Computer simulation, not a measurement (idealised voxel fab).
Module name: voxel capacitor over wiring (process module)
Pictured: cross-section cut, 300 nm wide, on a grid of 5 nm square cells.
Format of a cross-section: grid, square cells. Given as bands. Order: top down. Band: one or more rows of cells. The entry gives the band's vertical extent as a top height and a bottom height in nm, then its horizontal make-up as materials from left to right, each with a width in nm. "air" stands for empty space; a single material marked "all across" fills the band edge to edge. Height datum 0, below which the as-received substrate wafer is one material. Lowest band open at the bottom, running downward: "0 nm and below". Top row gets the first number, bottom row gets the second, and each row in between changes by the same step: that is how a band width like "30->40" works. Take "no alteration" at face value: in the step it is given for, the cross-section changed in none of its cells. Any empty space of 8 cells or more lacking an open way to the top shows up in "Fully closed voids" as width x height at distance, distance from the left edge, in nm. Read whatever lies past the settings on a step's line as the simulator's own remark about the step. overlay nm, on a step with a mask: how far to the right of its planned place the mask lay; to the left if negative.
The process steps that were planned are listed below:
step 1: RECEIVE with material Si
step 2: CONFORMAL_DEP with material SiO2, thk nm 15
step 3: CONFORMAL_DEP with material SiCN, thk nm 5
step 4: DIRECTIONAL_DEP with material SiO2, thk nm 20
step 5: DIRECTIONAL_DEP with material aC, thk nm 15
step 6: PATTERN with tone open, mask id METAL_1, material resist, width nm 25, pitch nm 80, thk nm 30, overlay nm 0
step 7: DIRECTIONAL_ETCH with etch materials aC, depth nm 15
step 8: STRIP with etch materials resist
step 9: DIRECTIONAL_ETCH with etch materials SiO2, depth nm 20
step 10: DIRECTIONAL_ETCH with etch materials SiCN, depth nm 5
step 11: STRIP with etch materials aC
step 12: CONFORMAL_DEP with material TiN, thk nm 5
step 13: FILL_DEP with material W, thk nm 5
step 14: CMP with height nm 40
step 15: CONFORMAL_DEP with material SiCN, thk nm 5
step 16: DIRECTIONAL_DEP with material SiO2, thk nm 10
step 17: PATTERN with tone open, mask id PLUG_1, material resist, width nm 15, thk nm 20, overlay nm 0
step 18: DIRECTIONAL_ETCH with etch materials SiO2, depth nm 10
step 19: DIRECTIONAL_ETCH with etch materials SiCN, depth nm 5
step 20: STRIP with etch materials resist
step 21: CONFORMAL_DEP with material TiN, thk nm 5
step 22: FILL_DEP with material Ru, thk nm 10
step 23: CMP with height nm 55
step 24: DIRECTIONAL_DEP with material TiN, thk nm 5
step 25: DIRECTIONAL_DEP with material HfO2, thk nm 5
step 26: DIRECTIONAL_DEP with material TiN, thk nm 5
step 27: MASKED_ETCH with tone cover, mask id UPPER_PLATE, width nm 60, etch materials TiN, depth nm 5, overlay nm 0
step 28: MASKED_ETCH with tone cover, mask id UPPER_PLATE, width nm 60, etch materials HfO2, depth nm 5, overlay nm 0
step 29: MASKED_ETCH with tone cover, mask id LOWER_PLATE, width nm 70, etch materials TiN, depth nm 5, overlay nm 0
step 30: FILL_DEP with material SiO2, thk nm 20
step 31: CMP with height nm 85
step 32: MASKED_ETCH with tone open, mask id PLUG_2, width nm 15, etch materials SiO2, depth nm 15, overlay nm 0
step 33: CONFORMAL_DEP with material TiN, thk nm 5
step 34: FILL_DEP with material Ru, thk nm 5
step 35: CMP with height nm 85
step 36: CONFORMAL_DEP with material SiCN, thk nm 5
First wafer, two in total, run as planned:
as received, after step 1:
0 nm and below = Si all across
Fully closed voids: none
Cross-section of the wafer after step 2:
15 nm to 0 nm = SiO2 all across
For the remainder of the cross-section, below 0, there is no change.
Cross-section of the wafer after step 3:
20 nm to 15 nm = SiCN all across
For the remainder of the cross-section, below 15, there is no change.
Cross-section of the wafer after step 4:
40 nm to 20 nm = SiO2 all across
For the remainder of the cross-section, below 20, there is no change.
Cross-section of the wafer after step 5:
55 nm to 40 nm = aC all across
For the remainder of the cross-section, below 40, there is no change.
Cross-section of the wafer after step 6:
85 nm to 55 nm = 95 resist  25 air  55 resist  25 air  100 resist
For the remainder of the cross-section, below 55, there is no change.
Cross-section of the wafer after step 7:
70 nm to 55 nm = 95 resist  25 air  55 resist  25 air  100 resist
55 nm to 40 nm = 95 aC  25 air  55 aC  25 air  100 aC
For the remainder of the cross-section, below 40, there is no change.
Cross-section of the wafer after step 8:
55 nm to 40 nm = 95 aC  25 air  55 aC  25 air  100 aC
For the remainder of the cross-section, below 40, there is no change.
Cross-section of the wafer after step 9:
55 nm to 40 nm = 95 aC  25 air  55 aC  25 air  100 aC
40 nm to 20 nm = 95 SiO2  25 air  55 SiO2  25 air  100 SiO2
For the remainder of the cross-section, below 20, there is no change.
Cross-section of the wafer after step 10:
55 nm to 40 nm = 95 aC  25 air  55 aC  25 air  100 aC
40 nm to 20 nm = 95 SiO2  25 air  55 SiO2  25 air  100 SiO2
20 nm to 15 nm = 95 SiCN  25 air  55 SiCN  25 air  100 SiCN
For the remainder of the cross-section, below 15, there is no change.
Cross-section of the wafer after step 11:
40 nm to 20 nm = 95 SiO2  25 air  55 SiO2  25 air  100 SiO2
For the remainder of the cross-section, below 20, there is no change.
Cross-section of the wafer after step 12:
45 nm to 40 nm = 100 TiN  15 air  65 TiN  15 air  105 TiN
40 nm to 20 nm = 95 SiO2  5 TiN  15 air  5 TiN  55 SiO2  5 TiN  15 air  5 TiN  100 SiO2
20 nm to 15 nm = 95 SiCN  25 TiN  55 SiCN  25 TiN  100 SiCN
For the remainder of the cross-section, below 15, there is no change.
Cross-section of the wafer after step 13:
50 nm to 45 nm = W all across
45 nm to 40 nm = 100 TiN  15 W  65 TiN  15 W  105 TiN
40 nm to 20 nm = 95 SiO2  5 TiN  15 W  5 TiN  55 SiO2  5 TiN  15 W  5 TiN  100 SiO2
For the remainder of the cross-section, below 20, there is no change.
Cross-section of the wafer after step 14:
40 nm to 20 nm = 95 SiO2  5 TiN  15 W  5 TiN  55 SiO2  5 TiN  15 W  5 TiN  100 SiO2
For the remainder of the cross-section, below 20, there is no change.
Cross-section of the wafer after step 15:
45 nm to 40 nm = SiCN all across
For the remainder of the cross-section, below 40, there is no change.
Cross-section of the wafer after step 16:
55 nm to 45 nm = SiO2 all across
For the remainder of the cross-section, below 45, there is no change.
Cross-section of the wafer after step 17:
75 nm to 55 nm = 105 resist  15 air  180 resist
For the remainder of the cross-section, below 55, there is no change.
Cross-section of the wafer after step 18:
75 nm to 55 nm = 105 resist  15 air  180 resist
55 nm to 45 nm = 105 SiO2  15 air  180 SiO2
For the remainder of the cross-section, below 45, there is no change.
Cross-section of the wafer after step 19:
75 nm to 55 nm = 105 resist  15 air  180 resist
55 nm to 45 nm = 105 SiO2  15 air  180 SiO2
45 nm to 40 nm = 105 SiCN  15 air  180 SiCN
For the remainder of the cross-section, below 40, there is no change.
Cross-section of the wafer after step 20:
55 nm to 45 nm = 105 SiO2  15 air  180 SiO2
For the remainder of the cross-section, below 45, there is no change.
Cross-section of the wafer after step 21:
60 nm to 55 nm = 110 TiN  5 air  185 TiN
55 nm to 45 nm = 105 SiO2  5 TiN  5 air  5 TiN  180 SiO2
45 nm to 40 nm = 105 SiCN  15 TiN  180 SiCN
For the remainder of the cross-section, below 40, there is no change.
Cross-section of the wafer after step 22:
70 nm to 60 nm = Ru all across
60 nm to 55 nm = 110 TiN  5 Ru  185 TiN
55 nm to 45 nm = 105 SiO2  5 TiN  5 Ru  5 TiN  180 SiO2
For the remainder of the cross-section, below 45, there is no change.
Cross-section of the wafer after step 23:
55 nm to 45 nm = 105 SiO2  5 TiN  5 Ru  5 TiN  180 SiO2
For the remainder of the cross-section, below 45, there is no change.
Cross-section of the wafer after step 24:
60 nm to 55 nm = TiN all across
For the remainder of the cross-section, below 55, there is no change.
Cross-section of the wafer after step 25:
65 nm to 60 nm = HfO2 all across
For the remainder of the cross-section, below 60, there is no change.
Cross-section of the wafer after step 26:
70 nm to 65 nm = TiN all across
For the remainder of the cross-section, below 65, there is no change.
Cross-section of the wafer after step 27:
70 nm to 65 nm = 105 air  60 TiN  135 air
For the remainder of the cross-section, below 65, there is no change.
Cross-section of the wafer after step 28:
70 nm to 65 nm = 105 air  60 TiN  135 air
65 nm to 60 nm = 105 air  60 HfO2  135 air
For the remainder of the cross-section, below 60, there is no change.
Cross-section of the wafer after step 29:
70 nm to 65 nm = 105 air  60 TiN  135 air
65 nm to 60 nm = 105 air  60 HfO2  135 air
60 nm to 55 nm = 100 air  70 TiN  130 air
For the remainder of the cross-section, below 55, there is no change.
Cross-section of the wafer after step 30:
90 nm to 70 nm = SiO2 all across
70 nm to 65 nm = 105 SiO2  60 TiN  135 SiO2
65 nm to 60 nm = 105 SiO2  60 HfO2  135 SiO2
60 nm to 55 nm = 100 SiO2  70 TiN  130 SiO2
For the remainder of the cross-section, below 55, there is no change.
Cross-section of the wafer after step 31:
85 nm to 70 nm = SiO2 all across
For the remainder of the cross-section, below 70, there is no change.
Cross-section of the wafer after step 32:
85 nm to 70 nm = 115 SiO2  15 air  170 SiO2
For the remainder of the cross-section, below 70, there is no change.
Cross-section of the wafer after step 33:
90 nm to 85 nm = 120 TiN  5 air  175 TiN
85 nm to 75 nm = 115 SiO2  5 TiN  5 air  5 TiN  170 SiO2
75 nm to 65 nm = 115->105 SiO2  15->60 TiN  170->135 SiO2
For the remainder of the cross-section, below 65, there is no change.
Cross-section of the wafer after step 34:
95 nm to 90 nm = Ru all across
90 nm to 85 nm = 120 TiN  5 Ru  175 TiN
85 nm to 75 nm = 115 SiO2  5 TiN  5 Ru  5 TiN  170 SiO2
For the remainder of the cross-section, below 75, there is no change.
Cross-section of the wafer after step 35:
85 nm to 75 nm = 115 SiO2  5 TiN  5 Ru  5 TiN  170 SiO2
For the remainder of the cross-section, below 75, there is no change.
Cross-section of the wafer after step 36:
90 nm to 85 nm = SiCN all across
For the remainder of the cross-section, below 85, there is no change.
Second wafer - shared start and plan with the first - one error in running - same as the first up to step 24 inclusive:
Second wafer, cut view, end of step 25 per plan:
65 nm to 55 nm = TiN all across
For the remainder of the cross-section, below 55, there is no change.
Second wafer, cut view, end of step 26 per plan:
70 nm to 65 nm = HfO2 all across
For the remainder of the cross-section, below 65, there is no change.
Second wafer, cut view, end of step 27 per plan: no alteration
Second wafer, cut view, end of step 28 per plan:
70 nm to 65 nm = 105 air  60 HfO2  135 air
For the remainder of the cross-section, below 65, there is no change.
Second wafer, cut view, end of step 29 per plan:
70 nm to 65 nm = 105 air  60 HfO2  135 air
65 nm to 60 nm = 100 air  70 TiN  130 air
For the remainder of the cross-section, below 60, there is no change.
Second wafer, cut view, end of step 30 per plan:
90 nm to 70 nm = SiO2 all across
70 nm to 65 nm = 105 SiO2  60 HfO2  135 SiO2
65 nm to 60 nm = 100 SiO2  70 TiN  130 SiO2
For the remainder of the cross-section, below 60, there is no change.
Second wafer, cut view, end of step 31 per plan:
85 nm to 70 nm = SiO2 all across
For the remainder of the cross-section, below 70, there is no change.
Second wafer, cut view, end of step 32 per plan:
85 nm to 70 nm = 115 SiO2  15 air  170 SiO2
For the remainder of the cross-section, below 70, there is no change.
Second wafer, cut view, end of step 33 per plan:
90 nm to 85 nm = 120 TiN  5 air  175 TiN
85 nm to 75 nm = 115 SiO2  5 TiN  5 air  5 TiN  170 SiO2
75 nm to 70 nm = 115 SiO2  15 TiN  170 SiO2
For the remainder of the cross-section, below 70, there is no change.
Second wafer, cut view, end of step 34 per plan:
95 nm to 90 nm = Ru all across
90 nm to 85 nm = 120 TiN  5 Ru  175 TiN
85 nm to 75 nm = 115 SiO2  5 TiN  5 Ru  5 TiN  170 SiO2
For the remainder of the cross-section, below 75, there is no change.
Second wafer, cut view, end of step 35 per plan:
85 nm to 75 nm = 115 SiO2  5 TiN  5 Ru  5 TiN  170 SiO2
For the remainder of the cross-section, below 75, there is no change.
Second wafer, cut view, end of step 36 per plan:
90 nm to 85 nm = SiCN all across
For the remainder of the cross-section, below 85, there is no change.
What broke from the plan during processing? so 25 and 26 got swapped relative to the plan, each ran where the other was supposed to
at the end the second wafer has, in cells: 48 fewer of SiO2; 48 more of TiN
